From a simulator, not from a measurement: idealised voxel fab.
Title: Process Module voxel plated lines
cross-section cut | 210 nm wide | cells 5 nm
How to read a cross-section here: the picture is a grid of square cells, written as bands going from the top down, and any band can span one or more rows of cells. Within each band entry, the heights of the top and of the bottom of the band appear first, in that order and in nm; the materials of the band then follow from left to right, each with its corresponding width in nm. The designation "full width" on a single material indicates that it fills the band from edge to edge; the designation "blank" indicates empty space. It should be noted that heights are counted from 0, beneath which the wafer as supplied is of one material throughout, and that the lowest band possesses no lower boundary but continues downward, as written in "0..down". Width spec "30..40" -> top row of cells at first value, bottom row at second value, equal per-row change in between. Given "nothing altered" for a step, no cell of the cross-section differs between before and after that step. Heads up: "Entrapped void list" only lists the empty pockets with no open path to the top that are 8 cells or more, and it writes them as width x height at distance, distance from the left edge, in nm. after a step's settings: what the simulator itself notes on the step. The "overlay nm" setting may appear on a step's line; for a step that uses a mask, it gives how far to the right of its planned position the mask lay, and a negative value indicates the left.

Intended process steps:
1: RECEIVE with material Si
2: CONFORMAL_DEP with material SiN, thk nm 10
3: DIRECTIONAL_DEP with material TiN, thk nm 5
4: PATTERN with tone open, mask id LINES, material resist, width nm 20, pitch nm 45, thk nm 30, overlay nm 0
5: EPI with material Ru, thk nm 10
6: EPI with material Ru, thk nm 10
7: STRIP with etch materials resist
8: DIRECTIONAL_ETCH with etch materials TiN, depth nm 5
9: CONFORMAL_DEP with material SiCN, thk nm 5

Step 1 complete: cross-section of the wafer as received:
- 0..down: Si full width
- Entrapped void list: none

First of two wafers at the end of the module, shown in cross-section; run carried out as planned:
- 40..35: blank=20 | SiCN=30 | blank=15 | SiCN=30 | blank=15 | SiCN=30 | blank=15 | SiCN=30 | blank=25
- 35..15: blank=20 | SiCN=5 | Ru=20 | SiCN=5 | blank=15 | SiCN=5 | Ru=20 | SiCN=5 | blank=15 | SiCN=5 | Ru=20 | SiCN=5 | blank=15 | SiCN=5 | Ru=20 | SiCN=5 | blank=25
- 15..10: SiCN=25 | TiN=20 | SiCN=25 | TiN=20 | SiCN=25 | TiN=20 | SiCN=25 | TiN=20 | SiCN=30
- 10..0: SiN full width
- 0..down: Si full width
- Entrapped void list: none

Cross-sectional image of the second wafer of the two following completion of the module. Starting state and process plan were the same as for the first wafer; one execution error occurred:
- 30..25: blank=20 | SiCN=30 | blank=15 | SiCN=30 | blank=15 | SiCN=30 | blank=15 | SiCN=30 | blank=25
- 25..5: blank=20 | SiCN=5 | Ru=20 | SiCN=5 | blank=15 | SiCN=5 | Ru=20 | SiCN=5 | blank=15 | SiCN=5 | Ru=20 | SiCN=5 | blank=15 | SiCN=5 | Ru=20 | SiCN=5 | blank=25
- 5..0: SiCN=25 | TiN=20 | SiCN=25 | TiN=20 | SiCN=25 | TiN=20 | SiCN=25 | TiN=20 | SiCN=30
- 0..down: Si full width
- Entrapped void list: none
Which mistake was made when the wafer was run? step 2 of the plan was jumped over and never run
It is noted that, at the conclusion of processing, the second wafer exhibits a higher or lower cell count for certain materials relative to the first: -84 SiN
